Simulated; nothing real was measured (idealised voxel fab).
process module | voxel ribs on slabs
cross-section cut | 150 nm wide | cells 5 nm
A cross-section is a grid of square cells, given in bands from the top down. A band is one or more rows of cells.
Each band's line starts with the height of the band's top and of its bottom, in nm. Then come its materials from left to right, each with its width in nm. One material with "throughout" fills the band from edge to edge. "air" is empty space.
Height 0 is the level under which the wafer as received is all one material. The lowest band goes on downwards, as in "0 down".
A width such as "30 to 40" changes by the same amount from each row of cells to the next, from the band's top row to its bottom row.
"no change" after a step means that no cell of the cross-section changed.
closed voids: empty space of 8 cells or more with no open way to the top, each as width x height at its distance from the left edge, in nm
after a step's settings: what the simulator itself notes on the step
overlay nm, on a step with a mask: how far to the right of its planned place the mask lay; to the left if negative
plan
1 op RECEIVE | material Si
2 op DIRECTIONAL_DEP | material SiO2 | thk nm 25
3 op DIRECTIONAL_DEP | material polySi | thk nm 25
4 op MASKED_ETCH | tone cover | mask id RIB | width nm 20 | etch materials polySi | depth nm 5 | overlay nm 0
5 op MASKED_ETCH | tone cover | mask id SLAB | width nm 50 | etch materials polySi | depth nm 20 | overlay nm 0
6 op FILL_DEP | material SiO2 | thk nm 25
7 op CMP | height nm 65
8 op DIRECTIONAL_DEP | material W | thk nm 5
9 op DIRECTIONAL_DEP | material aC | thk nm 10
10 op PATTERN | tone cover | mask id HEATER | material resist | width nm 30 | thk nm 25 | overlay nm 0
11 op DIRECTIONAL_ETCH | etch materials aC | depth nm 10
12 op STRIP | etch materials resist
13 op DIRECTIONAL_ETCH | etch materials W | depth nm 5
14 op STRIP | etch materials aC
15 op CONFORMAL_DEP | material SiN | thk nm 5
first wafer, as planned
as received, after step 1
  0 down: Si throughout
  closed voids: none
after step 2
  25 to 0: SiO2 throughout
  below 0: unchanged
after step 3
  50 to 25: polySi throughout
  below 25: unchanged
after step 4
  50 to 45: air 65 | polySi 20 | air 65
  below 45: unchanged
after step 5
  50 to 45: air 65 | polySi 20 | air 65
  45 to 25: air 50 | polySi 50 | air 50
  below 25: unchanged
after step 6
  75 to 50: SiO2 throughout
  50 to 45: SiO2 65 | polySi 20 | SiO2 65
  45 to 25: SiO2 50 | polySi 50 | SiO2 50
  below 25: unchanged
after step 7
  65 to 50: SiO2 throughout
  below 50: unchanged
after step 8
  70 to 65: W throughout
  below 65: unchanged
after step 9
  80 to 70: aC throughout
  below 70: unchanged
after step 10
  105 to 80: air 60 | resist 30 | air 60
  below 80: unchanged
after step 11
  95 to 80: air 60 | resist 30 | air 60
  80 to 70: air 60 | aC 30 | air 60
  below 70: unchanged
after step 12
  80 to 70: air 60 | aC 30 | air 60
  below 70: unchanged
after step 13
  80 to 70: air 60 | aC 30 | air 60
  70 to 65: air 60 | W 30 | air 60
  below 65: unchanged
after step 14
  70 to 65: air 60 | W 30 | air 60
  below 65: unchanged
after step 15
  75 to 70: air 55 | SiN 40 | air 55
  70 to 65: SiN 60 | W 30 | SiN 60
  below 65: unchanged
second wafer: like start, like plan, one mistake. Through step 14 it matches the first wafer
when step 15 should have ended: no change
what went wrong: step 15 was left out
at the end the second wafer has, in cells: 32 fewer of SiN
